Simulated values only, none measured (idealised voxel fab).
process module | voxel transistor to metal
cross-section cut | 150 nm wide | cells 5 nm
A cross-section is a grid of square cells, given in bands from the top down. A band is one or more rows of cells.
Each band's line starts with the height of the band's top and of its bottom, in nm. Then come its materials from left to right, each with its width in nm. One material with "throughout" fills the band from edge to edge. "air" is empty space.
Height 0 is the level under which the wafer as received is all one material. The lowest band goes on downwards, as in "0 down".
A width such as "30 to 40" changes by the same amount from each row of cells to the next, from the band's top row to its bottom row.
"no change" after a step means that no cell of the cross-section changed.
closed voids: empty space of 8 cells or more with no open way to the top, each as width x height at its distance from the left edge, in nm
after a step's settings: what the simulator itself notes on the step
overlay nm, on a step with a mask: how far to the right of its planned place the mask lay; to the left if negative
Each pair below shows a cross-section before one step and the cross-section after it, down to the lowest band that changed. The line under each pair gives the step between them, with its settings. The pairs can come from different runs of this module on the same starting wafer, so a pair continues from the pair above only where its "before" says so.
before
  40 to 35: TiN throughout
  35 to 20: SiO2 20 | TiN 5 | W 5 | TiN 5 | SiO2 65 | TiN 5 | W 5 | TiN 5 | SiO2 35
  20 to 0: SiO2 20 | TiN 5 | W 5 | TiN 5 | SiO2 15 | SiN 5 | HfO2 5 | TiN 5 | W 15 | TiN 5 | HfO2 5 | SiN 5 | SiO2 5 | TiN 5 | W 5 | TiN 5 | SiO2 35
  0 to -5: SiO2 10 | SiN 5 | SiO2 5 | TiN 5 | W 5 | TiN 5 | SiO2 15 | SiN 5 | HfO2 5 | TiN 25 | HfO2 5 | SiN 5 | SiO2 5 | TiN 5 | W 5 | TiN 5 | SiO2 15 | SiN 5 | SiO2 15
  -5 to -10: SiO2 20 | TiN 15 | SiO2 10 | nSi 5 | HfO2 45 | nSi 5 | TiN 15 | SiO2 35
  -10 to -15: SiO2 15 | nSi 35 | Si 45 | nSi 35 | SiO2 20
  -15 to -25: SiO2 15 | Si 115 | SiO2 20
  -25 down: Si throughout
  closed voids: none
after
  65 to 40: Ru throughout
  below 40: unchanged
  closed voids: none
the step between: op DIRECTIONAL_DEP | material Ru | thk nm 25
before: the cross-section after the pair above
after
  80 to 65: air 25 | resist 15 | air 65 | resist 15 | air 30
  below 65: unchanged
  closed voids: none
the step between: op PATTERN | tone cover | mask id METAL_1 | material resist | width nm 15 | pitch nm 80 | thk nm 15 | overlay nm 0
before: the cross-section after the pair above
after
  80 to 65: air 25 | resist 15 | air 65 | resist 15 | air 30
  65 to 40: air 25 | Ru 15 | air 65 | Ru 15 | air 30
  below 40: unchanged
  closed voids: none
the step between: op DIRECTIONAL_ETCH | etch materials Ru | depth nm 25
before: the cross-section after the pair above
after
  80 to 65: air 25 | resist 15 | air 65 | resist 15 | air 30
  65 to 40: air 25 | Ru 15 | air 65 | Ru 15 | air 30
  40 to 35: air 25 | TiN 15 | air 65 | TiN 15 | air 30
  below 35: unchanged
  closed voids: none
the step between: op DIRECTIONAL_ETCH | etch materials TiN | depth nm 5
before: the cross-section after the pair above
after
  65 to 40: air 25 | Ru 15 | air 65 | Ru 15 | air 30
  below 40: unchanged
  closed voids: none
the step between: op STRIP | etch materials resist
before: the cross-section after the pair above
after
  75 to 65: lowk throughout
  65 to 40: lowk 25 | Ru 15 | lowk 65 | Ru 15 | lowk 30
  40 to 35: lowk 25 | TiN 15 | lowk 65 | TiN 15 | lowk 30
  below 35: unchanged
  closed voids: none
the step between: op FILL_DEP | material lowk | thk nm 10
before: the cross-section after the pair above
after
  65 to 40: lowk 25 | Ru 15 | lowk 65 | Ru 15 | lowk 30
  below 40: unchanged
  closed voids: none
the step between: op CMP | height nm 65
before: the cross-section after the pair above
after
  70 to 65: SiN throughout
  below 65: unchanged
  closed voids: none
the step between: op CONFORMAL_DEP | material SiN | thk nm 5
before
  40 to 35: TiN throughout
  35 to 20: SiO2 25 | TiN 5 | W 5 | TiN 5 | SiO2 65 | TiN 5 | W 5 | TiN 5 | SiO2 30
  20 to 0: SiO2 25 | TiN 5 | W 5 | TiN 5 | SiO2 10 | SiN 5 | HfO2 5 | TiN 5 | W 15 | TiN 5 | HfO2 5 | SiN 5 | SiO2 10 | TiN 5 | W 5 | TiN 5 | SiO2 30
  0 to -5: SiO2 10 | SiN 5 | SiO2 10 | TiN 5 | W 5 | TiN 5 | SiO2 10 | SiN 5 | HfO2 5 | TiN 25 | HfO2 5 | SiN 5 | SiO2 10 | TiN 5 | W 5 | TiN 5 | SiO2 10 | SiN 5 | SiO2 15
  -5 to -10: SiO2 25 | TiN 15 | SiO2 5 | nSi 5 | HfO2 45 | nSi 5 | SiO2 5 | TiN 15 | SiO2 30
  -10 to -15: SiO2 15 | nSi 35 | Si 45 | nSi 35 | SiO2 20
  -15 to -25: SiO2 15 | Si 115 | SiO2 20
  -25 down: Si throughout
  closed voids: none
after
  65 to 35: TiN throughout
  below 35: unchanged
  closed voids: none
the step between: op DIRECTIONAL_DEP | material TiN | thk nm 25
before: the cross-section after the pair above
after
  80 to 65: air 25 | resist 15 | air 65 | resist 15 | air 30
  below 65: unchanged
  closed voids: none
the step between: op PATTERN | tone cover | mask id METAL_1 | material resist | width nm 15 | pitch nm 80 | thk nm 15 | overlay nm 0
before: the cross-section after the pair above
after
  80 to 65: air 25 | resist 15 | air 65 | resist 15 | air 30
  65 to 60: air 25 | TiN 15 | air 65 | TiN 15 | air 30
  below 60: unchanged
  closed voids: none
the step between: op DIRECTIONAL_ETCH | etch materials TiN | depth nm 5
before: the cross-section after the pair above
after
  65 to 60: air 25 | TiN 15 | air 65 | TiN 15 | air 30
  below 60: unchanged
  closed voids: none
the step between: op STRIP | etch materials resist
before: the cross-section after the pair above
after
  75 to 65: lowk throughout
  65 to 60: lowk 25 | TiN 15 | lowk 65 | TiN 15 | lowk 30
  below 60: unchanged
  closed voids: none
the step between: op FILL_DEP | material lowk | thk nm 10
before: the cross-section after the pair above
after
  65 to 60: lowk 25 | TiN 15 | lowk 65 | TiN 15 | lowk 30
  below 60: unchanged
  closed voids: none
the step between: op CMP | height nm 65
before: the cross-section after the pair above
after
  70 to 65: SiN throughout
  below 65: unchanged
  closed voids: none
the step between: op CONFORMAL_DEP | material SiN | thk nm 5
before
  50 to 35: aC throughout
  35 to 20: SiO2 throughout
  20 to 0: SiO2 50 | SiN 5 | HfO2 5 | TiN 5 | W 15 | TiN 5 | HfO2 5 | SiN 5 | SiO2 55
  0 to -5: SiO2 10 | SiN 5 | SiO2 35 | SiN 5 | HfO2 5 | TiN 25 | HfO2 5 | SiN 5 | SiO2 35 | SiN 5 | SiO2 15
  -5 to -10: SiO2 45 | nSi 5 | HfO2 45 | nSi 5 | SiO2 50
  -10 to -15: SiO2 15 | nSi 35 | Si 45 | nSi 35 | SiO2 20
  -15 to -25: SiO2 15 | Si 115 | SiO2 20
  -25 down: Si throughout
  closed voids: none
after
  80 to 50: air 25 | resist 15 | air 65 | resist 15 | air 30
  below 50: unchanged
  closed voids: none
the step between: op PATTERN | tone cover | mask id CONTACT | material resist | width nm 15 | pitch nm 80 | thk nm 30 | overlay nm 0
before: the cross-section after the pair above
after
  65 to 50: air 25 | resist 15 | air 65 | resist 15 | air 30
  50 to 35: air 25 | aC 15 | air 65 | aC 15 | air 30
  below 35: unchanged
  closed voids: none
the step between: op DIRECTIONAL_ETCH | etch materials aC | depth nm 15
before: the cross-section after the pair above
after
  50 to 35: air 25 | aC 15 | air 65 | aC 15 | air 30
  below 35: unchanged
  closed voids: none
the step between: op STRIP | etch materials resist
before: the cross-section after the pair above
after
  50 to 35: air 25 | aC 15 | air 65 | aC 15 | air 30
  35 to 20: air 25 | SiO2 15 | air 65 | SiO2 15 | air 30
  20 to 0: air 25 | SiO2 15 | air 10 | SiN 5 | HfO2 5 | TiN 5 | W 15 | TiN 5 | HfO2 5 | SiN 5 | air 10 | SiO2 15 | air 30
  0 to -5: air 10 | SiN 5 | air 10 | SiO2 15 | air 10 | SiN 5 | HfO2 5 | TiN 25 | HfO2 5 | SiN 5 | air 10 | SiO2 15 | air 10 | SiN 5 | air 15
  -5 to -10: air 10 | SiO2 5 | air 10 | SiO2 15 | air 5 | nSi 5 | HfO2 45 | nSi 5 | air 5 | SiO2 15 | air 10 | SiO2 5 | air 15
  below -10: unchanged
  closed voids: none
the step between: op DIRECTIONAL_ETCH | etch materials SiO2 | depth nm 45
before: the cross-section after the pair above
after
  35 to 20: air 25 | SiO2 15 | air 65 | SiO2 15 | air 30
  below 20: unchanged
  closed voids: none
the step between: op STRIP | etch materials aC
before: the cross-section after the pair above
after
  40 to 35: air 20 | TiN 25 | air 55 | TiN 25 | air 25
  35 to 25: air 20 | TiN 5 | SiO2 15 | TiN 5 | air 55 | TiN 5 | SiO2 15 | TiN 5 | air 25
  25 to 20: air 20 | TiN 5 | SiO2 15 | TiN 65 | SiO2 15 | TiN 5 | air 25
  20 to 5: air 20 | TiN 5 | SiO2 15 | TiN 10 | SiN 5 | HfO2 5 | TiN 5 | W 15 | TiN 5 | HfO2 5 | SiN 5 | TiN 10 | SiO2 15 | TiN 5 | air 25
  5 to 0: air 5 | TiN 20 | SiO2 15 | TiN 10 | SiN 5 | HfO2 5 | TiN 5 | W 15 | TiN 5 | HfO2 5 | SiN 5 | TiN 10 | SiO2 15 | TiN 20 | air 10
  0 to -5: air 5 | TiN 5 | SiN 5 | TiN 10 | SiO2 15 | TiN 10 | SiN 5 | HfO2 5 | TiN 25 | HfO2 5 | SiN 5 | TiN 10 | SiO2 15 | TiN 10 | SiN 5 | TiN 5 | air 10
  -5 to -10: TiN 10 | SiO2 5 | TiN 10 | SiO2 15 | TiN 5 | nSi 5 | HfO2 45 | nSi 5 | TiN 5 | SiO2 15 | TiN 10 | SiO2 5 | TiN 15
  below -10: unchanged
  closed voids: none
the step between: op CONFORMAL_DEP | material TiN | thk nm 5
before: the cross-section after the pair above
after
  50 to 40: W throughout
  40 to 35: W 20 | TiN 25 | W 55 | TiN 25 | W 25
  35 to 25: W 20 | TiN 5 | SiO2 15 | TiN 5 | W 55 | TiN 5 | SiO2 15 | TiN 5 | W 25
  25 to 20: W 20 | TiN 5 | SiO2 15 | TiN 65 | SiO2 15 | TiN 5 | W 25
  20 to 5: W 20 | TiN 5 | SiO2 15 | TiN 10 | SiN 5 | HfO2 5 | TiN 5 | W 15 | TiN 5 | HfO2 5 | SiN 5 | TiN 10 | SiO2 15 | TiN 5 | W 25
  5 to 0: W 5 | TiN 20 | SiO2 15 | TiN 10 | SiN 5 | HfO2 5 | TiN 5 | W 15 | TiN 5 | HfO2 5 | SiN 5 | TiN 10 | SiO2 15 | TiN 20 | W 10
  0 to -5: W 5 | TiN 5 | SiN 5 | TiN 10 | SiO2 15 | TiN 10 | SiN 5 | HfO2 5 | TiN 25 | HfO2 5 | SiN 5 | TiN 10 | SiO2 15 | TiN 10 | SiN 5 | TiN 5 | W 10
  below -5: unchanged
  closed voids: none
the step between: op FILL_DEP | material W | thk nm 10
before: the cross-section after the pair above
after
  35 to 25: W 20 | TiN 5 | SiO2 15 | TiN 5 | W 55 | TiN 5 | SiO2 15 | TiN 5 | W 25
  below 25: unchanged
  closed voids: none
the step between: op CMP | height nm 35
before: the cross-section after the pair above
after
  40 to 35: TiN throughout
  below 35: unchanged
  closed voids: none
the step between: op DIRECTIONAL_DEP | material TiN | thk nm 5
before: the cross-section after the pair above
after
  65 to 40: Ru throughout
  below 40: unchanged
  closed voids: none
the step between: op DIRECTIONAL_DEP | material Ru | thk nm 25
before: the cross-section after the pair above
after
  80 to 65: air 25 | resist 15 | air 65 | resist 15 | air 30
  below 65: unchanged
  closed voids: none
the step between: op PATTERN | tone cover | mask id METAL_1 | material resist | width nm 15 | pitch nm 80 | thk nm 15 | overlay nm 0
before: the cross-section after the pair above
after
  80 to 65: air 25 | resist 15 | air 65 | resist 15 | air 30
  65 to 40: air 25 | Ru 15 | air 65 | Ru 15 | air 30
  below 40: unchanged
  closed voids: none
the step between: op DIRECTIONAL_ETCH | etch materials Ru | depth nm 25
before: the cross-section after the pair above
after
  80 to 65: air 25 | resist 15 | air 65 | resist 15 | air 30
  65 to 40: air 25 | Ru 15 | air 65 | Ru 15 | air 30
  40 to 35: air 25 | TiN 15 | air 65 | TiN 15 | air 30
  below 35: unchanged
  closed voids: none
the step between: op DIRECTIONAL_ETCH | etch materials TiN | depth nm 5
before: the cross-section after the pair above
after
  65 to 40: air 25 | Ru 15 | air 65 | Ru 15 | air 30
  below 40: unchanged
  closed voids: none
the step between: op STRIP | etch materials resist
before: the cross-section after the pair above
after
  75 to 65: lowk throughout
  65 to 40: lowk 25 | Ru 15 | lowk 65 | Ru 15 | lowk 30
  40 to 35: lowk 25 | TiN 15 | lowk 65 | TiN 15 | lowk 30
  below 35: unchanged
  closed voids: none
the step between: op FILL_DEP | material lowk | thk nm 10
before: the cross-section after the pair above
after
  65 to 40: lowk 25 | Ru 15 | lowk 65 | Ru 15 | lowk 30
  below 40: unchanged
  closed voids: none
the step between: op CMP | height nm 65
before: the cross-section after the pair above
after
  70 to 65: SiN throughout
  below 65: unchanged
  closed voids: none
the step between: op CONFORMAL_DEP | material SiN | thk nm 5
